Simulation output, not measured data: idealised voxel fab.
Proc. module: voxel transistor to metal
FYI the section here is cut, 280 nm wide, cells are 5 nm squares.
In this document a cross-section is written as a grid of square cells. It is given as a series of bands, listed from the top down, and a band is one or more rows of cells. This entry defines a band. It first specifies the height of the band's top and the height of its bottom in nm, and then specifies the band's materials from left to right, stating each material with its width in nm. The word "full width" identifies a single material that fills the band from edge to edge, while the word "empty" identifies empty space. Heads up on the height convention: 0 is the point under which the incoming wafer is all one material, and the lowest band has no bottom, it just keeps going down, like "0 down". You'd read "30 to 40" like this: the band's top row of cells is as wide as the first number, its bottom row is as wide as the second, and going down, every row changes width by the same amount as the row before did. The cross-section has no changed cell in any step marked "no alteration". Empty spaces counting at least 8 cells and having no open way to the top are listed in "Sealed void inventory". The notation width x height at distance is used for each, the distance being from the left edge and all three values in nm. after a step's settings: what the simulator itself notes on the step. Among the settings permitted on a step's line is "overlay nm"; applied to a step with a mask, it specifies the extent to which the mask lay to the right of its planned position, whereas a negative figure signifies a position to the left.

### Set out below are the planned steps of the process
| 1 | RECEIVE (material Si) |
| 2 | OXIDIZE (depth nm 5) |
| 3 | CONFORMAL_DEP (material SiN; thk nm 10) |
| 4 | MASKED_ETCH (tone cover; mask id ACTIVE; width nm 110; pitch nm 140; etch materials SiN; depth nm 10; overlay nm 0) |
| 5 | MASKED_ETCH (tone cover; mask id ACTIVE; width nm 110; pitch nm 140; etch materials SiO2; depth nm 5; overlay nm 0) |
| 6 | MASKED_ETCH (tone cover; mask id ACTIVE; width nm 110; pitch nm 140; etch materials Si; depth nm 25; overlay nm 0) |
| 7 | FILL_DEP (material SiO2; thk nm 15) |
| 8 | CMP (height nm 10) |
| 9 | SELECTIVE_ETCH (etch materials SiO2; depth nm 5) |
| 10 | STRIP (etch materials SiN) |
| 11 | SELECTIVE_ETCH (etch materials SiO2; depth nm 5) |
| 12 | OXIDIZE (depth nm 5) |
| 13 | DIRECTIONAL_DEP (material polySi; thk nm 20) |
| 14 | DIRECTIONAL_DEP (material SiCN; thk nm 15) |
| 15 | DIRECTIONAL_DEP (material aC; thk nm 10) |
| 16 | PATTERN (tone cover; mask id GATE; material resist; width nm 30; pitch nm 140; thk nm 30; overlay nm 0) |
| 17 | DIRECTIONAL_ETCH (etch materials aC; depth nm 10) |
| 18 | STRIP (etch materials resist) |
| 19 | DIRECTIONAL_ETCH (etch materials SiCN; depth nm 25) |
| 20 | DIRECTIONAL_ETCH (etch materials polySi; depth nm 30) |
| 21 | STRIP (etch materials aC) |
| 22 | CONFORMAL_DEP (material SiN; thk nm 10) |
| 23 | DIRECTIONAL_ETCH (etch materials SiN; depth nm 10) |
| 24 | DIRECTIONAL_ETCH (etch materials SiO2; depth nm 5) |
| 25 | DIRECTIONAL_ETCH (etch materials Si; depth nm 5) |
| 26 | EPI (material pSi; thk nm 5) |
| 27 | FILL_DEP (material SiO2; thk nm 5) |
| 28 | CMP (height nm 15) |
| 29 | STRIP (etch materials polySi) |
| 30 | SELECTIVE_ETCH (etch materials SiO2; depth nm 5) |
| 31 | CONFORMAL_DEP (material HfO2; thk nm 5) |
| 32 | CONFORMAL_DEP (material TiN; thk nm 5) |
| 33 | FILL_DEP (material W; thk nm 5) |
| 34 | CMP (height nm 10) |
| 35 | DIRECTIONAL_DEP (material SiO2; thk nm 15) |
| 36 | DIRECTIONAL_DEP (material aC; thk nm 10) |
| 37 | PATTERN (tone open; mask id CONTACT; material resist; width nm 20; thk nm 25; overlay nm 0) |
| 38 | DIRECTIONAL_ETCH (etch materials aC; depth nm 10) |
| 39 | STRIP (etch materials resist) |
| 40 | DIRECTIONAL_ETCH (etch materials SiO2; depth nm 35) |
| 41 | STRIP (etch materials aC) |
| 42 | CONFORMAL_DEP (material TiN; thk nm 5) |
| 43 | FILL_DEP (material W; thk nm 10) |
| 44 | CMP (height nm 25) |
| 45 | CONFORMAL_DEP (material SiN; thk nm 5) |
| 46 | DIRECTIONAL_DEP (material SiO2; thk nm 20) |
| 47 | DIRECTIONAL_DEP (material aC; thk nm 15) |
| 48 | PATTERN (tone open; mask id METAL_1; material resist; width nm 20; thk nm 35; overlay nm 0) |
| 49 | DIRECTIONAL_ETCH (etch materials aC; depth nm 15) |
| 50 | STRIP (etch materials resist) |
| 51 | DIRECTIONAL_ETCH (etch materials SiO2; depth nm 20) |
| 52 | DIRECTIONAL_ETCH (etch materials SiN; depth nm 5) |
| 53 | STRIP (etch materials aC) |
| 54 | CONFORMAL_DEP (material TiN; thk nm 5) |
| 55 | FILL_DEP (material Cu; thk nm 5) |
| 56 | CMP (height nm 50) |
| 57 | EPI (material Ru; thk nm 5) |
| 58 | FILL_DEP (material SiCN; thk nm 5) |
| 59 | DIRECTIONAL_DEP (material lowk; thk nm 30) |
| 60 | MASKED_ETCH (tone open; mask id METAL_2_HOLES; width nm 15; pitch nm 140; etch materials lowk; depth nm 30; overlay nm 0) |
| 61 | PATTERN (tone open; mask id METAL_2; material resist; width nm 20; pitch nm 140; thk nm 15; overlay nm 0) |
| 62 | DIRECTIONAL_ETCH (etch materials lowk; depth nm 15) |
| 63 | DIRECTIONAL_ETCH (etch materials SiCN; depth nm 5) |
| 64 | STRIP (etch materials resist) |
| 65 | CONFORMAL_DEP (material TiN; thk nm 5) |
| 66 | FILL_DEP (material Cu; thk nm 5) |
| 67 | CMP (height nm 90) |
| 68 | CONFORMAL_DEP (material SiCN; thk nm 5) |

### Wafer at receipt (post step 1), cross-section
* 0 down  Si full width
* Sealed void inventory: none

### Cross-section, first of two wafers, end of module, run as planned
* 95 to 90  SiCN full width
* 90 to 80  lowk 20 nm; TiN 5 nm; Cu 10 nm; TiN 5 nm; lowk 120 nm; TiN 5 nm; Cu 10 nm; TiN 5 nm; lowk 100 nm
* 80 to 75  lowk 20 nm; TiN 5 nm; Cu 5 nm; TiN 10 nm; lowk 120 nm; TiN 5 nm; Cu 5 nm; TiN 10 nm; lowk 100 nm
* 75 to 60  lowk 20 nm; TiN 5 nm; Cu 5 nm; TiN 5 nm; lowk 125 nm; TiN 5 nm; Cu 5 nm; TiN 5 nm; lowk 105 nm
* 60 to 55  SiCN 20 nm; TiN 15 nm; SiCN 125 nm; TiN 15 nm; SiCN 105 nm
* 55 to 50  SiCN 15 nm; Ru 30 nm; SiCN 50 nm; Ru 30 nm; SiCN 30 nm; Ru 30 nm; SiCN 50 nm; Ru 30 nm; SiCN 15 nm
* 50 to 30  SiO2 20 nm; TiN 5 nm; Cu 10 nm; TiN 5 nm; SiO2 60 nm; TiN 5 nm; Cu 10 nm; TiN 5 nm; SiO2 40 nm; TiN 5 nm; Cu 10 nm; TiN 5 nm; SiO2 60 nm; TiN 5 nm; Cu 10 nm; TiN 5 nm; SiO2 20 nm
* 30 to 25  SiN 20 nm; TiN 20 nm; SiN 60 nm; TiN 20 nm; SiN 40 nm; TiN 20 nm; SiN 60 nm; TiN 20 nm; SiN 20 nm
* 25 to 10  SiO2 20 nm; TiN 5 nm; W 10 nm; TiN 5 nm; SiO2 60 nm; TiN 5 nm; W 10 nm; TiN 5 nm; SiO2 40 nm; TiN 5 nm; W 10 nm; TiN 5 nm; SiO2 60 nm; TiN 5 nm; W 10 nm; TiN 5 nm; SiO2 20 nm
* 10 to 0  SiO2 20 nm; TiN 5 nm; W 10 nm; TiN 5 nm; SiO2 5 nm; SiN 10 nm; HfO2 5 nm; TiN 5 nm; W 10 nm; TiN 5 nm; HfO2 5 nm; SiN 10 nm; SiO2 5 nm; TiN 5 nm; W 10 nm; TiN 5 nm; SiO2 40 nm; TiN 5 nm; W 10 nm; TiN 5 nm; SiO2 5 nm; SiN 10 nm; HfO2 5 nm; TiN 5 nm; W 10 nm; TiN 5 nm; HfO2 5 nm; SiN 10 nm; SiO2 5 nm; TiN 5 nm; W 10 nm; TiN 5 nm; SiO2 20 nm
* 0 to -5  SiO2 10 nm; SiN 10 nm; TiN 10 nm; W 5 nm; TiN 5 nm; SiO2 5 nm; SiN 10 nm; HfO2 5 nm; TiN 20 nm; HfO2 5 nm; SiN 10 nm; SiO2 5 nm; TiN 5 nm; W 5 nm; TiN 10 nm; SiN 10 nm; SiO2 20 nm; SiN 10 nm; TiN 10 nm; W 5 nm; TiN 5 nm; SiO2 5 nm; SiN 10 nm; HfO2 5 nm; TiN 20 nm; HfO2 5 nm; SiN 10 nm; SiO2 5 nm; TiN 5 nm; W 5 nm; TiN 10 nm; SiN 10 nm; SiO2 10 nm
* -5 to -10  SiO2 20 nm; pSi 5 nm; TiN 15 nm; pSi 5 nm; SiO2 5 nm; HfO2 40 nm; SiO2 5 nm; pSi 5 nm; TiN 15 nm; pSi 5 nm; SiO2 40 nm; pSi 5 nm; TiN 15 nm; pSi 5 nm; SiO2 5 nm; HfO2 40 nm; SiO2 5 nm; pSi 5 nm; TiN 15 nm; pSi 5 nm; SiO2 20 nm
* -10 to -15  SiO2 15 nm; Si 5 nm; pSi 25 nm; Si 50 nm; pSi 25 nm; Si 5 nm; SiO2 30 nm; Si 5 nm; pSi 25 nm; Si 50 nm; pSi 25 nm; Si 5 nm; SiO2 15 nm
* -15 to -30  SiO2 15 nm; Si 110 nm; SiO2 30 nm; Si 110 nm; SiO2 15 nm
* -30 down  Si full width
* Sealed void inventory: none

### Wafer two cross-section, module end. Start and plan unchanged from wafer one; one mistake made during the run
* 95 to 90  SiCN full width
* 90 to 80  lowk 20 nm; TiN 5 nm; Cu 10 nm; TiN 5 nm; lowk 120 nm; TiN 5 nm; Cu 10 nm; TiN 5 nm; lowk 100 nm
* 80 to 75  lowk 20 nm; TiN 5 nm; Cu 5 nm; TiN 10 nm; lowk 120 nm; TiN 5 nm; Cu 5 nm; TiN 10 nm; lowk 100 nm
* 75 to 65  lowk 20 nm; TiN 5 nm; Cu 5 nm; TiN 5 nm; lowk 125 nm; TiN 5 nm; Cu 5 nm; TiN 5 nm; lowk 105 nm
* 65 to 60  lowk 20 nm; TiN 15 nm; lowk 125 nm; TiN 15 nm; lowk 105 nm
* 60 to 55  SiCN 25 nm; TiN 10 nm; SiCN 130 nm; TiN 10 nm; SiCN 105 nm
* 55 to 50  SiCN 15 nm; Ru 30 nm; SiCN 50 nm; Ru 30 nm; SiCN 30 nm; Ru 30 nm; SiCN 50 nm; Ru 30 nm; SiCN 15 nm
* 50 to 30  SiO2 20 nm; TiN 5 nm; Cu 10 nm; TiN 5 nm; SiO2 60 nm; TiN 5 nm; Cu 10 nm; TiN 5 nm; SiO2 40 nm; TiN 5 nm; Cu 10 nm; TiN 5 nm; SiO2 60 nm; TiN 5 nm; Cu 10 nm; TiN 5 nm; SiO2 20 nm
* 30 to 25  SiN 20 nm; TiN 20 nm; SiN 60 nm; TiN 20 nm; SiN 40 nm; TiN 20 nm; SiN 60 nm; TiN 20 nm; SiN 20 nm
* 25 to 10  SiO2 20 nm; TiN 5 nm; W 10 nm; TiN 5 nm; SiO2 60 nm; TiN 5 nm; W 10 nm; TiN 5 nm; SiO2 40 nm; TiN 5 nm; W 10 nm; TiN 5 nm; SiO2 60 nm; TiN 5 nm; W 10 nm; TiN 5 nm; SiO2 20 nm
* 10 to 0  SiO2 20 nm; TiN 5 nm; W 10 nm; TiN 5 nm; SiO2 5 nm; SiN 10 nm; HfO2 5 nm; TiN 5 nm; W 10 nm; TiN 5 nm; HfO2 5 nm; SiN 10 nm; SiO2 5 nm; TiN 5 nm; W 10 nm; TiN 5 nm; SiO2 40 nm; TiN 5 nm; W 10 nm; TiN 5 nm; SiO2 5 nm; SiN 10 nm; HfO2 5 nm; TiN 5 nm; W 10 nm; TiN 5 nm; HfO2 5 nm; SiN 10 nm; SiO2 5 nm; TiN 5 nm; W 10 nm; TiN 5 nm; SiO2 20 nm
* 0 to -5  SiO2 10 nm; SiN 10 nm; TiN 10 nm; W 5 nm; TiN 5 nm; SiO2 5 nm; SiN 10 nm; HfO2 5 nm; TiN 20 nm; HfO2 5 nm; SiN 10 nm; SiO2 5 nm; TiN 5 nm; W 5 nm; TiN 10 nm; SiN 10 nm; SiO2 20 nm; SiN 10 nm; TiN 10 nm; W 5 nm; TiN 5 nm; SiO2 5 nm; SiN 10 nm; HfO2 5 nm; TiN 20 nm; HfO2 5 nm; SiN 10 nm; SiO2 5 nm; TiN 5 nm; W 5 nm; TiN 10 nm; SiN 10 nm; SiO2 10 nm
* -5 to -10  SiO2 20 nm; pSi 5 nm; TiN 15 nm; pSi 5 nm; SiO2 5 nm; HfO2 40 nm; SiO2 5 nm; pSi 5 nm; TiN 15 nm; pSi 5 nm; SiO2 40 nm; pSi 5 nm; TiN 15 nm; pSi 5 nm; SiO2 5 nm; HfO2 40 nm; SiO2 5 nm; pSi 5 nm; TiN 15 nm; pSi 5 nm; SiO2 20 nm
* -10 to -15  SiO2 15 nm; Si 5 nm; pSi 25 nm; Si 50 nm; pSi 25 nm; Si 5 nm; SiO2 30 nm; Si 5 nm; pSi 25 nm; Si 50 nm; pSi 25 nm; Si 5 nm; SiO2 15 nm
* -15 to -30  SiO2 15 nm; Si 110 nm; SiO2 30 nm; Si 110 nm; SiO2 15 nm
* -30 down  Si full width
* Sealed void inventory: none
Finding, execution versus plan: contrary to plan, step 61 was performed as PATTERN (tone open; mask id METAL_2; material resist; width nm 15; pitch nm 140; thk nm 15; overlay nm 0)
Bottom line after processing is that, in cells, the second wafer is up or down on some materials versus the first: Cu -2 | SiCN +2
